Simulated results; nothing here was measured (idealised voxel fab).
Proc. module: voxel capacitor over wiring
Pictured: cross-section cut, 215 nm wide, on a grid of 5 nm square cells.
When this document writes out a cross-section, it uses a grid of square cells and lists it as bands, beginning at the top and moving down, with a band standing for one or more rows of cells. First you get the band's top height and its bottom height, in nm, and then the materials it's made of, left to right, with each width in nm. If you see a single material with "edge to edge", that one covers the band edge to edge. "blank" is empty space. For the purposes of this specification, 0 denotes the height below which the wafer in its as-received condition is composed wholly of one material, and the lowermost band, lacking a lower limit, extends downward without end, as expressed in "top 0, no bottom". The expression "30->40" gives the width at the extremes of the band, the first number at its top row of cells and the second at its bottom row, with the width changing by equal amounts from each row to the next in between. The designation "remained unchanged", where it is given for a processing step, indicates that no cell of the cross-section was altered in the course of that step. The list in "closed voids" covers empty spaces of 8 cells or more that cannot reach the top through any open way, and it gives each as width x height at distance; the distance is from the left edge, and width, height and distance are in nm. Post-settings text on a step line: simulator's own remark regarding the step. You can add "overlay nm" to a step's line. For a step with a mask, it describes how far the mask lay to the right of its planned position, and a negative number describes a lay to the left.
[This section lists the process steps that were planned]
| 1 | RECEIVE with material Si |
| 2 | CONFORMAL_DEP with material SiO2, thk nm 15 |
| 3 | CONFORMAL_DEP with material SiN, thk nm 5 |
| 4 | DIRECTIONAL_DEP with material lowk, thk nm 25 |
| 5 | DIRECTIONAL_DEP with material aC, thk nm 10 |
| 6 | PATTERN with tone open, mask id METAL_1, material resist, width nm 25, pitch nm 75, thk nm 30, overlay nm 0 |
| 7 | DIRECTIONAL_ETCH with etch materials aC, depth nm 10 |
| 8 | STRIP with etch materials resist |
| 9 | DIRECTIONAL_ETCH with etch materials lowk, depth nm 25 |
| 10 | DIRECTIONAL_ETCH with etch materials SiN, depth nm 5 |
| 11 | STRIP with etch materials aC |
| 12 | CONFORMAL_DEP with material TiN, thk nm 5 |
| 13 | FILL_DEP with material W, thk nm 10 |
| 14 | CMP with height nm 45 |
| 15 | EPI with material Ru, thk nm 5 |
| 16 | FILL_DEP with material SiCN, thk nm 5 |
| 17 | DIRECTIONAL_DEP with material SiO2, thk nm 20 |
| 18 | PATTERN with tone open, mask id PLUG_1, material resist, width nm 15, thk nm 20, overlay nm 0 |
| 19 | DIRECTIONAL_ETCH with etch materials SiO2, depth nm 20 |
| 20 | DIRECTIONAL_ETCH with etch materials SiCN, depth nm 5 |
| 21 | STRIP with etch materials resist |
| 22 | CONFORMAL_DEP with material TiN, thk nm 5 |
| 23 | FILL_DEP with material Cu, thk nm 5 |
| 24 | CMP with height nm 75 |
| 25 | DIRECTIONAL_DEP with material TiN, thk nm 10 |
| 26 | DIRECTIONAL_DEP with material HfO2, thk nm 5 |
| 27 | DIRECTIONAL_DEP with material TiN, thk nm 10 |
| 28 | MASKED_ETCH with tone cover, mask id UPPER_PLATE, width nm 55, etch materials TiN, depth nm 10, overlay nm 0 |
| 29 | MASKED_ETCH with tone cover, mask id UPPER_PLATE, width nm 55, etch materials HfO2, depth nm 5, overlay nm 0 |
| 30 | PATTERN with tone cover, mask id LOWER_PLATE, material resist, width nm 65, thk nm 20, overlay nm 0 |
| 31 | DIRECTIONAL_ETCH with etch materials TiN, depth nm 10 |
| 32 | STRIP with etch materials resist |
| 33 | FILL_DEP with material SiO2, thk nm 15 |
| 34 | CMP with height nm 110 |
| 35 | MASKED_ETCH with tone open, mask id PLUG_2, width nm 15, etch materials SiO2, depth nm 10, overlay nm 0 |
| 36 | CONFORMAL_DEP with material TiN, thk nm 5 |
| 37 | FILL_DEP with material Ru, thk nm 10 |
| 38 | CMP with height nm 110 |
| 39 | CONFORMAL_DEP with material SiN, thk nm 5 |
Keep in mind the plan's value for the thk nm of step 22 comes from the first wafer; the wafers don't share that setting, but they do share the same starting point.
[First of several wafers, received after step 1, in cross-section]
> top 0, no bottom = Si edge to edge
> closed voids: none
[Where each wafer stands at the end of the module, a row apiece: cells of each material gained (+) or lost (-) since it was received, then closed voids]
thk nm 5; +4 Cu; +11 HfO2; +15 Ru; +69 SiCN; +76 SiN; +525 SiO2; +94 TiN; +30 W; +165 lowk; closed voids: none
thk nm 10; +11 HfO2; +15 Ru; +69 SiCN; +76 SiN; +525 SiO2; +98 TiN; +30 W; +165 lowk; closed voids: none
thk nm 15; +11 HfO2; +15 Ru; +69 SiCN; +76 SiN; +525 SiO2; +98 TiN; +30 W; +165 lowk; closed voids: none
thk nm 20; +11 HfO2; +15 Ru; +69 SiCN; +76 SiN; +525 SiO2; +98 TiN; +30 W; +165 lowk; closed voids: none
